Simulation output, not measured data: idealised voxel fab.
process module | voxel spacer lines
We display cut, a cross-section 185 nm in width whose square cells are each 5 nm.
Square cells in a grid make up a cross-section in this document, and the grid is given as bands, listed from the top down, each one or more rows of cells. Band entry format. Leading values: height of top, height of bottom, nm. Remainder: materials in left-to-right order, each with its width in nm. Special words: "full width" on a single material, which then fills the band edge to edge; "air", empty space. Height datum 0, below which the as-received substrate wafer is one material. Lowest band open at the bottom, running downward: "0..down". Think of "30->40" as a width that walks from the first number to the second as you go down the band, top row to bottom row, taking equal-sized steps from row to row. For the purposes of this document, the phrase "nothing was modified" attached to a step denotes that no cell within the cross-section was modified by that step. Empty spaces without an open route to the top, at least 8 cells in extent, make up the entry "Sealed void listing"; each is given as width x height at distance, where the distance is measured from the left edge, and all are in nm. It should be noted that, on the line of a given step, the content following the step's settings is a remark produced by the simulator itself with respect to that step. overlay nm: where the mask lay relative to plan, measured to the right, on steps with a mask; negatives go left.

These are the steps we planned for the process
1 RECEIVE (material Si)
2 CONFORMAL_DEP (material Al2O3; thk nm 5)
3 DIRECTIONAL_DEP (material SiN; thk nm 10)
4 DIRECTIONAL_DEP (material polySi; thk nm 30)
5 PATTERN (tone cover; mask id MANDREL; material resist; width nm 15; pitch nm 50; thk nm 40; overlay nm 0)
6 DIRECTIONAL_ETCH (etch materials polySi; depth nm 30)
7 STRIP (etch materials resist)
8 CONFORMAL_DEP (material SiO2; thk nm 10)
9 DIRECTIONAL_ETCH (etch materials SiO2; depth nm 10)
10 STRIP (etch materials polySi)
11 DIRECTIONAL_ETCH (etch materials SiN; depth nm 10)
12 STRIP (etch materials SiO2)

Of two wafers, the first: run according to plan

Here's what the wafer looked like in cross-section when it arrived - that's after step 1
	0..down  Si full width
	Sealed void listing: none

So this is the wafer cross-section right after step 2
	5..0  Al2O3 full width
	Nothing below the height 0 has changed.

So this is the wafer cross-section right after step 3
	15..5  SiN full width
	Nothing below the height 5 has changed.

So this is the wafer cross-section right after step 4
	45..15  polySi full width
	Nothing below the height 15 has changed.

So this is the wafer cross-section right after step 5
	85..45  60 of air, then 15 of resist, then 35 of air, then 15 of resist, then 60 of air
	Nothing below the height 45 has changed.

So this is the wafer cross-section right after step 6
	85..45  60 of air, then 15 of resist, then 35 of air, then 15 of resist, then 60 of air
	45..15  60 of air, then 15 of polySi, then 35 of air, then 15 of polySi, then 60 of air
	Nothing below the height 15 has changed.

So this is the wafer cross-section right after step 7
	45..15  60 of air, then 15 of polySi, then 35 of air, then 15 of polySi, then 60 of air
	Nothing below the height 15 has changed.

So this is the wafer cross-section right after step 8
	55..45  50 of air, then 35 of SiO2, then 15 of air, then 35 of SiO2, then 50 of air
	45..25  50 of air, then 10 of SiO2, then 15 of polySi, then 10 of SiO2, then 15 of air, then 10 of SiO2, then 15 of polySi, then 10 of SiO2, then 50 of air
	25..15  60 of SiO2, then 15 of polySi, then 35 of SiO2, then 15 of polySi, then 60 of SiO2
	Nothing below the height 15 has changed.

So this is the wafer cross-section right after step 9
	45..15  50 of air, then 10 of SiO2, then 15 of polySi, then 10 of SiO2, then 15 of air, then 10 of SiO2, then 15 of polySi, then 10 of SiO2, then 50 of air
	Nothing below the height 15 has changed.

So this is the wafer cross-section right after step 10
	45..15  50 of air, then 10 of SiO2, then 15 of air, then 10 of SiO2, then 15 of air, then 10 of SiO2, then 15 of air, then 10 of SiO2, then 50 of air
	Nothing below the height 15 has changed.

So this is the wafer cross-section right after step 11
	45..15  50 of air, then 10 of SiO2, then 15 of air, then 10 of SiO2, then 15 of air, then 10 of SiO2, then 15 of air, then 10 of SiO2, then 50 of air
	15..5  50 of air, then 10 of SiN, then 15 of air, then 10 of SiN, then 15 of air, then 10 of SiN, then 15 of air, then 10 of SiN, then 50 of air
	Nothing below the height 5 has changed.

So this is the wafer cross-section right after step 12
	15..5  50 of air, then 10 of SiN, then 15 of air, then 10 of SiN, then 15 of air, then 10 of SiN, then 15 of air, then 10 of SiN, then 50 of air
	Nothing below the height 5 has changed.

The second wafer: identical to the first at the outset and in its planned sequence, differing only in that one mistake was made during processing; up to and including step 8, its path is the first wafer's path

Cross-section, second wafer, at the end time the plan gives for step 9
	45..35  60 of air, then 15 of polySi, then 35 of air, then 15 of polySi, then 60 of air
	35..15  50 of air, then 10 of SiO2, then 15 of polySi, then 10 of SiO2, then 15 of air, then 10 of SiO2, then 15 of polySi, then 10 of SiO2, then 50 of air
	Nothing below the height 15 has changed.

Cross-section, second wafer, at the end time the plan gives for step 10
	35..15  50 of air, then 10 of SiO2, then 15 of air, then 10 of SiO2, then 15 of air, then 10 of SiO2, then 15 of air, then 10 of SiO2, then 50 of air
	Nothing below the height 15 has changed.

Cross-section, second wafer, at the end time the plan gives for step 11
	35..15  50 of air, then 10 of SiO2, then 15 of air, then 10 of SiO2, then 15 of air, then 10 of SiO2, then 15 of air, then 10 of SiO2, then 50 of air
	15..5  50 of air, then 10 of SiN, then 15 of air, then 10 of SiN, then 15 of air, then 10 of SiN, then 15 of air, then 10 of SiN, then 50 of air
	Nothing below the height 5 has changed.

Cross-section, second wafer, at the end time the plan gives for step 12
	15..5  50 of air, then 10 of SiN, then 15 of air, then 10 of SiN, then 15 of air, then 10 of SiN, then 15 of air, then 10 of SiN, then 50 of air
	Nothing below the height 5 has changed.
Deviation from plan: in the plan, step 9 was performed twice
The two wafers wind up with the same cross-section at the end, so whatever this model computes is the same despite the mistake.
